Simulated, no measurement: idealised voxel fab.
process module | voxel self aligned vias
cross-section cut | 160 nm wide | cells 5 nm
A cross-section is a grid of square cells, given in bands from the top down. A band is one or more rows of cells.
Each band's line starts with the height of the band's top and of its bottom, in nm. Then come its materials from left to right, each with its width in nm. One material with "throughout" fills the band from edge to edge. "air" is empty space.
Height 0 is the level under which the wafer as received is all one material. The lowest band goes on downwards, as in "0 down".
A width such as "30 to 40" changes by the same amount from each row of cells to the next, from the band's top row to its bottom row.
"no change" after a step means that no cell of the cross-section changed.
closed voids: empty space of 8 cells or more with no open way to the top, each as width x height at its distance from the left edge, in nm
after a step's settings: what the simulator itself notes on the step
overlay nm, on a step with a mask: how far to the right of its planned place the mask lay; to the left if negative
plan
1 op RECEIVE | material Si
2 op CONFORMAL_DEP | material SiO2 | thk nm 10
3 op CONFORMAL_DEP | material SiCN | thk nm 5
4 op DIRECTIONAL_DEP | material SiO2 | thk nm 25
5 op PATTERN | tone open | mask id LINES | material resist | width nm 30 | pitch nm 70 | thk nm 20 | overlay nm 0
6 op DIRECTIONAL_ETCH | etch materials SiO2 | depth nm 25
7 op STRIP | etch materials resist
8 op CONFORMAL_DEP | material TiN | thk nm 5
9 op FILL_DEP | material W | thk nm 10
10 op CMP | height nm 40
11 op SELECTIVE_ETCH | etch materials W Ru TiN | depth nm 10
12 op FILL_DEP | material SiN | thk nm 5
13 op CMP | height nm 40
14 op DIRECTIONAL_DEP | material SiO2 | thk nm 15
15 op DIRECTIONAL_DEP | material aC | thk nm 10
16 op PATTERN | tone open | mask id VIAS | material resist | width nm 40 | thk nm 30 | overlay nm 0
17 op DIRECTIONAL_ETCH | etch materials aC | depth nm 10
18 op STRIP | etch materials resist
19 op DIRECTIONAL_ETCH | etch materials SiO2 | depth nm 15
20 op DIRECTIONAL_ETCH | etch materials SiN | depth nm 10
21 op STRIP | etch materials aC
22 op CONFORMAL_DEP | material TiN | thk nm 5
23 op FILL_DEP | material Cu | thk nm 10
24 op CMP | height nm 55
25 op CONFORMAL_DEP | material SiCN | thk nm 5
as received, after step 1
  0 down: Si throughout
  closed voids: none
first wafer at the end, as planned
  60 to 55: SiCN throughout
  55 to 45: SiO2 25 | TiN 5 | Cu 30 | TiN 5 | SiO2 95
  45 to 40: SiO2 25 | TiN 10 | Cu 20 | TiN 10 | SiO2 95
  40 to 35: SiO2 30 | TiN 5 | Cu 20 | TiN 5 | SiO2 40 | SiN 30 | SiO2 30
  35 to 30: SiO2 30 | TiN 30 | SiO2 40 | SiN 30 | SiO2 30
  30 to 20: SiO2 30 | TiN 5 | W 20 | TiN 5 | SiO2 40 | TiN 5 | W 20 | TiN 5 | SiO2 30
  20 to 15: SiO2 30 | TiN 30 | SiO2 40 | TiN 30 | SiO2 30
  15 to 10: SiCN throughout
  10 to 0: SiO2 throughout
  0 down: Si throughout
  closed voids: none
second wafer at the end: like start, like plan, one mistake
  60 to 55: SiCN throughout
  55 to 45: SiO2 25 | TiN 5 | Cu 30 | TiN 5 | SiO2 95
  45 to 40: SiO2 25 | TiN 5 | Cu 15 | TiN 20 | SiO2 95
  40 to 35: SiO2 20 | SiN 5 | TiN 5 | Cu 15 | TiN 5 | SiO2 40 | SiN 30 | SiO2 40
  35 to 30: SiO2 20 | SiN 5 | TiN 25 | SiO2 40 | SiN 30 | SiO2 40
  30 to 20: SiO2 20 | TiN 5 | W 20 | TiN 5 | SiO2 40 | TiN 5 | W 20 | TiN 5 | SiO2 40
  20 to 15: SiO2 20 | TiN 30 | SiO2 40 | TiN 30 | SiO2 40
  15 to 10: SiCN throughout
  10 to 0: SiO2 throughout
  0 down: Si throughout
  closed voids: none
what went wrong: step 5 ran as: op PATTERN | tone open | mask id LINES | material resist | width nm 30 | pitch nm 70 | thk nm 20 | overlay nm -10
at the end the second wafer has, in cells: 2 fewer of Cu | 2 more of SiN
